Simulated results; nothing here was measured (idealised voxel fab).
Herein follows the process module entitled voxel ribs on slabs.
Cross-section cut: width 295 nm, square cells of 5 nm.
Cross-section = grid of square cells, listed top down in bands; band = one or more rows. Top height, bottom height, nm. Materials left to right, width each, nm. Single material + "throughout" = fills band edge to edge. "blank" = empty. Zero point of the height axis is 0; under it, received wafer = one material. Lowest band: continues down indefinitely, "0..down". Think of "30..40" as a width that walks from the first number to the second as you go down the band, top row to bottom row, taking equal-sized steps from row to row. Key: "remained unchanged" - step with no changed cell in the cross-section. This entry, "Enclosed voids", enumerates those empty regions of no fewer than 8 cells that possess no open connection to the top. Each region is reported in the form width x height at distance, the distance being taken from the left edge, with all three quantities expressed in nm. Read whatever lies past the settings on a step's line as the simulator's own remark about the step. overlay nm: mask offset rightward from planned place, masked step; negative means leftward offset.
Steps in the process plan
| 1 | RECEIVE (material Si) |
| 2 | DIRECTIONAL_DEP (material SiO2; thk nm 20) |
| 3 | DIRECTIONAL_DEP (material SiN; thk nm 15) |
| 4 | MASKED_ETCH (tone cover; mask id RIB; width nm 20; etch materials SiN; depth nm 5; overlay nm 0) |
| 5 | DIRECTIONAL_DEP (material aC; thk nm 15) |
| 6 | PATTERN (tone cover; mask id SLAB; material resist; width nm 50; thk nm 30; overlay nm 0) |
| 7 | DIRECTIONAL_ETCH (etch materials aC; depth nm 15) |
| 8 | STRIP (etch materials resist) |
| 9 | DIRECTIONAL_ETCH (etch materials SiN; depth nm 10) |
| 10 | STRIP (etch materials aC) |
| 11 | FILL_DEP (material SiO2; thk nm 20) |
| 12 | CMP (height nm 45) |
| 13 | DIRECTIONAL_DEP (material TiN; thk nm 5) |
| 14 | PATTERN (tone cover; mask id HEATER; material resist; width nm 30; thk nm 15; overlay nm -15) |
| 15 | DIRECTIONAL_ETCH (etch materials TiN; depth nm 5) |
| 16 | STRIP (etch materials resist) |
| 17 | CONFORMAL_DEP (material SiO2; thk nm 10) |
Be aware that, although all wafers share a common starting state, the overlay nm at step 14 differs among them, and the plan displays the first wafer's value.
Received wafers, first of several: cross-section after step 1
> 0..down  Si throughout
> Enclosed voids: none
Cross-section after step 17, the final step of the module, for the first of several wafers
> 60..55  blank 105, then SiO2 50, then blank 140
> 55..50  SiO2 throughout
> 50..45  SiO2 115, then TiN 30, then SiO2 150
> 45..35  SiO2 throughout
> 35..30  SiO2 135, then SiN 20, then SiO2 140
> 30..20  SiO2 120, then SiN 50, then SiO2 125
> 20..0  SiO2 throughout
> 0..down  Si throughout
> Enclosed voids: none
Module end, final wafer: cross-section
> 60..55  blank 135, then SiO2 50, then blank 110
> 55..50  SiO2 throughout
> 50..45  SiO2 145, then TiN 30, then SiO2 120
> 45..35  SiO2 throughout
> 35..30  SiO2 135, then SiN 20, then SiO2 140
> 30..20  SiO2 120, then SiN 50, then SiO2 125
> 20..0  SiO2 throughout
> 0..down  Si throughout
> Enclosed voids: none
Tabulated below, wafer by wafer, are the end-of-module results: for each material, the number of cells gained (+) or lost (-) relative to the as-received state, followed by the closed voids
overlay nm -15; +24 SiN; +629 SiO2; +6 TiN; Enclosed voids: none
overlay nm -10; +24 SiN; +629 SiO2; +6 TiN; Enclosed voids: none
overlay nm -5; +24 SiN; +629 SiO2; +6 TiN; Enclosed voids: none
overlay nm 0; +24 SiN; +629 SiO2; +6 TiN; Enclosed voids: none
overlay nm 5; +24 SiN; +629 SiO2; +6 TiN; Enclosed voids: none
overlay nm 10; +24 SiN; +629 SiO2; +6 TiN; Enclosed voids: none
overlay nm 15; +24 SiN; +629 SiO2; +6 TiN; Enclosed voids: none
